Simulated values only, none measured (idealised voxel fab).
Process module, titled voxel released beams
In the cross-section labelled cut, the width is 280 nm and each square cell is 5 nm.
A cross-section is a grid of square cells, given in bands from the top down. A band is one or more rows of cells.
It is stipulated that each band's entry specify, in nanometres, the height of the top of the band and then that of its bottom, followed by the materials of the band in left-to-right sequence, each together with its width in nanometres. A single material marked by the word "edge to edge" is understood to fill the band from edge to edge; the word "air" is understood to denote empty space.
Below 0: as-received wafer, all one material; heights counted from there. Lowest band: no bottom, goes on down, written "0 down".
Width spec "30->40" -> top row of cells at first value, bottom row at second value, equal per-row change in between.
When a step is marked "all unchanged", none of the cells in the cross-section changed during that step.
"Sealed void list": sealed empty spaces, 8 cells or more, no open way to top, listed width x height at distance, with distance from the left edge and width, height and distance in nm.
Whatever follows a step's settings on its line is a remark the simulator itself makes about that step.
overlay nm: for a step with a mask, the amount by which the mask lay right of where it was planned; a negative amount means left of it.
The process steps that were planned are listed below
- 1: RECEIVE [material Si]
- 2: CONFORMAL_DEP [material Al2O3] [thk nm 10]
- 3: DIRECTIONAL_DEP [material SiO2] [thk nm 15]
- 4: PATTERN [tone open] [mask id ANCHOR] [material resist] [width nm 30] [thk nm 15] [overlay nm 0]
- 5: DIRECTIONAL_ETCH [etch materials SiO2] [depth nm 15]
- 6: STRIP [etch materials resist]
- 7: CONFORMAL_DEP [material SiN] [thk nm 10]
- 8: PATTERN [tone cover] [mask id BEAM] [material resist] [width nm 75] [thk nm 15] [overlay nm 0]
- 9: DIRECTIONAL_ETCH [etch materials SiN] [depth nm 10]
- 10: STRIP [etch materials resist]
- 11: STRIP [etch materials SiO2]
Concerning the first of two wafers, which was run in accordance with the plan
Cross-section of the wafer upon arrival, representing the state reached after step 1
  0 down  Si edge to edge
  Sealed void list: none
Cross-section: wafer state after step 2
  10 to 0  Al2O3 edge to edge
  Unchanged below 0.
Cross-section: wafer state after step 3
  25 to 10  SiO2 edge to edge
  Unchanged below 10.
Cross-section: wafer state after step 4
  40 to 25  105 nm resist, then 30 nm air, then 145 nm resist
  Unchanged below 25.
Cross-section: wafer state after step 5
  40 to 25  105 nm resist, then 30 nm air, then 145 nm resist
  25 to 10  105 nm SiO2, then 30 nm air, then 145 nm SiO2
  Unchanged below 10.
Cross-section: wafer state after step 6
  25 to 10  105 nm SiO2, then 30 nm air, then 145 nm SiO2
  Unchanged below 10.
Cross-section: wafer state after step 7
  35 to 25  115 nm SiN, then 10 nm air, then 155 nm SiN
  25 to 20  105 nm SiO2, then 10 nm SiN, then 10 nm air, then 10 nm SiN, then 145 nm SiO2
  20 to 10  105 nm SiO2, then 30 nm SiN, then 145 nm SiO2
  Unchanged below 10.
Cross-section: wafer state after step 8
  50 to 35  100 nm air, then 75 nm resist, then 105 nm air
  35 to 25  115 nm SiN, then 10 nm resist, then 155 nm SiN
  25 to 20  105 nm SiO2, then 10 nm SiN, then 10 nm resist, then 10 nm SiN, then 145 nm SiO2
  Unchanged below 20.
Cross-section: wafer state after step 9
  50 to 35  100 nm air, then 75 nm resist, then 105 nm air
  35 to 25  100 nm air, then 15 nm SiN, then 10 nm resist, then 50 nm SiN, then 105 nm air
  Unchanged below 25.
Cross-section: wafer state after step 10
  35 to 25  100 nm air, then 15 nm SiN, then 10 nm air, then 50 nm SiN, then 105 nm air
  25 to 20  105 nm SiO2, then 10 nm SiN, then 10 nm air, then 10 nm SiN, then 145 nm SiO2
  Unchanged below 20.
Cross-section: wafer state after step 11
  35 to 25  100 nm air, then 15 nm SiN, then 10 nm air, then 50 nm SiN, then 105 nm air
  25 to 20  105 nm air, then 10 nm SiN, then 10 nm air, then 10 nm SiN, then 145 nm air
  20 to 10  105 nm air, then 30 nm SiN, then 145 nm air
  Unchanged below 10.
Now the other wafer: same start, same recipe, but we messed up one thing when running it. Up to and including step 3 it's the same as the first one
Cross-section of the second wafer at the time step 4 of the plan should have ended
  40 to 25  105 nm air, then 30 nm resist, then 145 nm air
  Unchanged below 25.
Cross-section of the second wafer at the time step 5 of the plan should have ended
  40 to 25  105 nm air, then 30 nm resist, then 145 nm air
  25 to 10  105 nm air, then 30 nm SiO2, then 145 nm air
  Unchanged below 10.
Cross-section of the second wafer at the time step 6 of the plan should have ended
  25 to 10  105 nm air, then 30 nm SiO2, then 145 nm air
  Unchanged below 10.
Cross-section of the second wafer at the time step 7 of the plan should have ended
  35 to 25  95 nm air, then 50 nm SiN, then 135 nm air
  25 to 20  95 nm air, then 10 nm SiN, then 30 nm SiO2, then 10 nm SiN, then 135 nm air
  20 to 10  105 nm SiN, then 30 nm SiO2, then 145 nm SiN
  Unchanged below 10.
Cross-section of the second wafer at the time step 8 of the plan should have ended
  50 to 35  100 nm air, then 75 nm resist, then 105 nm air
  35 to 25  95 nm air, then 50 nm SiN, then 30 nm resist, then 105 nm air
  25 to 20  95 nm air, then 10 nm SiN, then 30 nm SiO2, then 10 nm SiN, then 30 nm resist, then 105 nm air
  Unchanged below 20.
Cross-section of the second wafer at the time step 9 of the plan should have ended
  50 to 35  100 nm air, then 75 nm resist, then 105 nm air
  35 to 25  100 nm air, then 45 nm SiN, then 30 nm resist, then 105 nm air
  25 to 20  95 nm air, then 10 nm SiN, then 30 nm SiO2, then 10 nm SiN, then 30 nm resist, then 105 nm air
  20 to 10  95 nm air, then 10 nm SiN, then 30 nm SiO2, then 40 nm SiN, then 105 nm air
  Unchanged below 10.
Cross-section of the second wafer at the time step 10 of the plan should have ended
  35 to 25  100 nm air, then 45 nm SiN, then 135 nm air
  25 to 20  95 nm air, then 10 nm SiN, then 30 nm SiO2, then 10 nm SiN, then 135 nm air
  Unchanged below 20.
Cross-section of the second wafer at the time step 11 of the plan should have ended: all unchanged
Short version of what went wrong: heads up, step 4 didn't go per plan, it actually ran as PATTERN [tone cover] [mask id ANCHOR] [material resist] [width nm 30] [thk nm 15] [overlay nm 0]
End check, counted in cells, second wafer has more or fewer of these materials than the first: 18 more of SiO2
